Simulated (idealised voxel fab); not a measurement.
You're looking at the process module voxel double patterning.
This is section cut - it's 155 nm across, gridded in 5 nm square cells.
Heads up, the way a cross-section reads in here is a grid of square cells, handed over as bands from the top down, with every band being one or more rows of cells. Within each band entry, the heights of the top and of the bottom of the band appear first, in that order and in nm; the materials of the band then follow from left to right, each with its corresponding width in nm. The designation "edge to edge" on a single material indicates that it fills the band from edge to edge; the designation "blank" indicates empty space. The level at which height equals 0 is the one under which the wafer, as it arrives, is entirely one material. No lower edge exists for the bottom band, which continues downward and is notated as in "z 0 and below". Graded width ("30..40"): value in top row of band = first number; value in bottom row = second number; row-to-row change constant. "left unchanged" after a step means that no cell of the cross-section changed. If an empty space has no open way to the top and is at least 8 cells in size, "Catalogued sealed voids" lists it, written width x height at distance, where distance is measured from the left edge and every value is in nm. The remark found on a step's line after its settings is issued by the simulator itself and pertains to that step. overlay nm: on a step with a mask, how far right of its planned place the mask lay; negative means left.

**Process steps - plan**
1) RECEIVE,material Si
2) CONFORMAL_DEP,material SiO2,thk nm 10
3) DIRECTIONAL_DEP,material TiN,thk nm 15
4) DIRECTIONAL_DEP,material SiCN,thk nm 10
5) DIRECTIONAL_DEP,material aC,thk nm 15
6) PATTERN,tone open,mask id FIRST,material resist,width nm 15,pitch nm 50,thk nm 35,overlay nm 0
7) DIRECTIONAL_ETCH,etch materials aC,depth nm 15
8) STRIP,etch materials resist
9) DIRECTIONAL_ETCH,etch materials SiCN,depth nm 10
10) STRIP,etch materials aC
11) MASKED_ETCH,tone open,mask id SECOND,width nm 15,pitch nm 50,etch materials SiCN,depth nm 10,overlay nm 0
12) DIRECTIONAL_ETCH,etch materials TiN,depth nm 15
13) STRIP,etch materials SiCN

**First wafer out of two, processed as planned**

**Wafer as received: cross-section following step 1**
z 0 and below | Si edge to edge
Catalogued sealed voids: none

**Presented here is a cross-section of the wafer after step 2 has been performed**
z 10 to 0 | SiO2 edge to edge
Everything under 0 stays put, no change at all.

**Presented here is a cross-section of the wafer after step 3 has been performed**
z 25 to 10 | TiN edge to edge
Everything under 10 stays put, no change at all.

**Presented here is a cross-section of the wafer after step 4 has been performed**
z 35 to 25 | SiCN edge to edge
Everything under 25 stays put, no change at all.

**Presented here is a cross-section of the wafer after step 5 has been performed**
z 50 to 35 | aC edge to edge
Everything under 35 stays put, no change at all.

**Presented here is a cross-section of the wafer after step 6 has been performed**
z 85 to 50 | 20 nm resist / 15 nm blank / 35 nm resist / 15 nm blank / 35 nm resist / 15 nm blank / 20 nm resist
Everything under 50 stays put, no change at all.

**Presented here is a cross-section of the wafer after step 7 has been performed**
z 70 to 50 | 20 nm resist / 15 nm blank / 35 nm resist / 15 nm blank / 35 nm resist / 15 nm blank / 20 nm resist
z 50 to 35 | 20 nm aC / 15 nm blank / 35 nm aC / 15 nm blank / 35 nm aC / 15 nm blank / 20 nm aC
Everything under 35 stays put, no change at all.

**Presented here is a cross-section of the wafer after step 8 has been performed**
z 50 to 35 | 20 nm aC / 15 nm blank / 35 nm aC / 15 nm blank / 35 nm aC / 15 nm blank / 20 nm aC
Everything under 35 stays put, no change at all.

**Presented here is a cross-section of the wafer after step 9 has been performed**
z 50 to 35 | 20 nm aC / 15 nm blank / 35 nm aC / 15 nm blank / 35 nm aC / 15 nm blank / 20 nm aC
z 35 to 25 | 20 nm SiCN / 15 nm blank / 35 nm SiCN / 15 nm blank / 35 nm SiCN / 15 nm blank / 20 nm SiCN
Everything under 25 stays put, no change at all.

**Presented here is a cross-section of the wafer after step 10 has been performed**
z 35 to 25 | 20 nm SiCN / 15 nm blank / 35 nm SiCN / 15 nm blank / 35 nm SiCN / 15 nm blank / 20 nm SiCN
Everything under 25 stays put, no change at all.

**Presented here is a cross-section of the wafer after step 11 has been performed**
z 35 to 25 | 20 nm SiCN / 15 nm blank / 10 nm SiCN / 15 nm blank / 10 nm SiCN / 15 nm blank / 10 nm SiCN / 15 nm blank / 10 nm SiCN / 15 nm blank / 20 nm SiCN
Everything under 25 stays put, no change at all.

**Presented here is a cross-section of the wafer after step 12 has been performed**
z 35 to 25 | 20 nm SiCN / 15 nm blank / 10 nm SiCN / 15 nm blank / 10 nm SiCN / 15 nm blank / 10 nm SiCN / 15 nm blank / 10 nm SiCN / 15 nm blank / 20 nm SiCN
z 25 to 10 | 20 nm TiN / 15 nm blank / 10 nm TiN / 15 nm blank / 10 nm TiN / 15 nm blank / 10 nm TiN / 15 nm blank / 10 nm TiN / 15 nm blank / 20 nm TiN
Everything under 10 stays put, no change at all.

**Presented here is a cross-section of the wafer after step 13 has been performed**
z 25 to 10 | 20 nm TiN / 15 nm blank / 10 nm TiN / 15 nm blank / 10 nm TiN / 15 nm blank / 10 nm TiN / 15 nm blank / 10 nm TiN / 15 nm blank / 20 nm TiN
Everything under 10 stays put, no change at all.

**Wafer two of the pair: same origin, same plan, one error during the run; identical to wafer one up to and including step 1**

**Second wafer, cut view, end of step 2 per plan**
z 15 to 0 | TiN edge to edge
Everything under 0 stays put, no change at all.

**Second wafer, cut view, end of step 3 per plan**
z 25 to 15 | SiO2 edge to edge
Everything under 15 stays put, no change at all.

**Second wafer, cut view, end of step 4 per plan**
z 35 to 25 | SiCN edge to edge
Everything under 25 stays put, no change at all.

**Second wafer, cut view, end of step 5 per plan**
z 50 to 35 | aC edge to edge
Everything under 35 stays put, no change at all.

**Second wafer, cut view, end of step 6 per plan**
z 85 to 50 | 20 nm resist / 15 nm blank / 35 nm resist / 15 nm blank / 35 nm resist / 15 nm blank / 20 nm resist
Everything under 50 stays put, no change at all.

**Second wafer, cut view, end of step 7 per plan**
z 70 to 50 | 20 nm resist / 15 nm blank / 35 nm resist / 15 nm blank / 35 nm resist / 15 nm blank / 20 nm resist
z 50 to 35 | 20 nm aC / 15 nm blank / 35 nm aC / 15 nm blank / 35 nm aC / 15 nm blank / 20 nm aC
Everything under 35 stays put, no change at all.

**Second wafer, cut view, end of step 8 per plan**
z 50 to 35 | 20 nm aC / 15 nm blank / 35 nm aC / 15 nm blank / 35 nm aC / 15 nm blank / 20 nm aC
Everything under 35 stays put, no change at all.

**Second wafer, cut view, end of step 9 per plan**
z 50 to 35 | 20 nm aC / 15 nm blank / 35 nm aC / 15 nm blank / 35 nm aC / 15 nm blank / 20 nm aC
z 35 to 25 | 20 nm SiCN / 15 nm blank / 35 nm SiCN / 15 nm blank / 35 nm SiCN / 15 nm blank / 20 nm SiCN
Everything under 25 stays put, no change at all.

**Second wafer, cut view, end of step 10 per plan**
z 35 to 25 | 20 nm SiCN / 15 nm blank / 35 nm SiCN / 15 nm blank / 35 nm SiCN / 15 nm blank / 20 nm SiCN
Everything under 25 stays put, no change at all.

**Second wafer, cut view, end of step 11 per plan**
z 35 to 25 | 20 nm SiCN / 15 nm blank / 10 nm SiCN / 15 nm blank / 10 nm SiCN / 15 nm blank / 10 nm SiCN / 15 nm blank / 10 nm SiCN / 15 nm blank / 20 nm SiCN
Everything under 25 stays put, no change at all.

Second wafer, cut view, end of step 12 per plan: left unchanged

**Second wafer, cut view, end of step 13 per plan**
z 25 to 15 | SiO2 edge to edge
Everything under 15 stays put, no change at all.
It is concluded that the wafer was processed incorrectly with respect to the plan, in that note: step 2 <-> step 3, run order reversed vs plan
Wrapping up, a cell-based count of both wafers puts the second over or under the first for these materials: 45 more of TiN
